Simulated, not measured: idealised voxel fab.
Process module name: voxel released beams
Pictured: cross-section cut, 270 nm wide, on a grid of 5 nm square cells.
Reading order for cross-sections: top band down to bottom band. Underlying form: a grid of square cells. Band size: one or more rows of cells. Top height, bottom height, nm. Materials left to right, width each, nm. Single material + "everywhere" = fills band edge to edge. "air" = empty. Heights are reckoned from 0. Under this level, the received wafer is all of one material. The bottommost band is open-ended downward, for example "0 -> down". The notation "30..40" denotes a width that varies across the rows of cells in the band, beginning at the first number in the top row, finishing at the second number in the bottom row, and changing by an identical amount from each row to the next. Take "no alteration" at face value: in the step it is given for, the cross-section changed in none of its cells. Empty spaces counting at least 8 cells and having no open way to the top are listed in "Entrapped voids". The notation width x height at distance is used for each, the distance being from the left edge and all three values in nm. Post-settings text on a step line: simulator's own remark regarding the step. "overlay nm" answers the question of how far to the right of plan the mask lay on a step that has a mask, and when it is negative the answer is to the left.
**Below is the list of planned process steps**
| 1 | RECEIVE, material Si |
| 2 | CONFORMAL_DEP, material SiN, thk nm 10 |
| 3 | DIRECTIONAL_DEP, material SiO2, thk nm 20 |
| 4 | MASKED_ETCH, tone open, mask id ANCHOR, width nm 30, etch materials SiO2, depth nm 20, overlay nm 0 |
| 5 | CONFORMAL_DEP, material polySi, thk nm 10 |
| 6 | DIRECTIONAL_DEP, material aC, thk nm 10 |
| 7 | PATTERN, tone cover, mask id BEAM, material resist, width nm 90, thk nm 25, overlay nm 0 |
| 8 | DIRECTIONAL_ETCH, etch materials aC, depth nm 10 |
| 9 | STRIP, etch materials resist |
| 10 | DIRECTIONAL_ETCH, etch materials polySi, depth nm 10 |
| 11 | STRIP, etch materials aC |
| 12 | STRIP, etch materials SiO2 |
**Cross-section of the wafer upon arrival, representing the state reached after step 1**
- 0 -> down | Si everywhere
- Entrapped voids: none
**Here's the wafer cut in cross-section after the module, started and planned just like above, except one thing was done wrong in the run**
- 40 -> 30 | 85 of air | 15 of polySi | 10 of air | 70 of polySi | 90 of air
- 30 -> 20 | 90 of air | 10 of polySi | 10 of air | 10 of polySi | 150 of air
- 20 -> 10 | 90 of air | 30 of polySi | 150 of air
- 10 -> 0 | SiN everywhere
- 0 -> down | Si everywhere
- Entrapped voids: none
Misprocessing identified: not per plan at step 7, really ran PATTERN, tone cover, mask id BEAM, material resist, width nm 95, thk nm 25, overlay nm 0
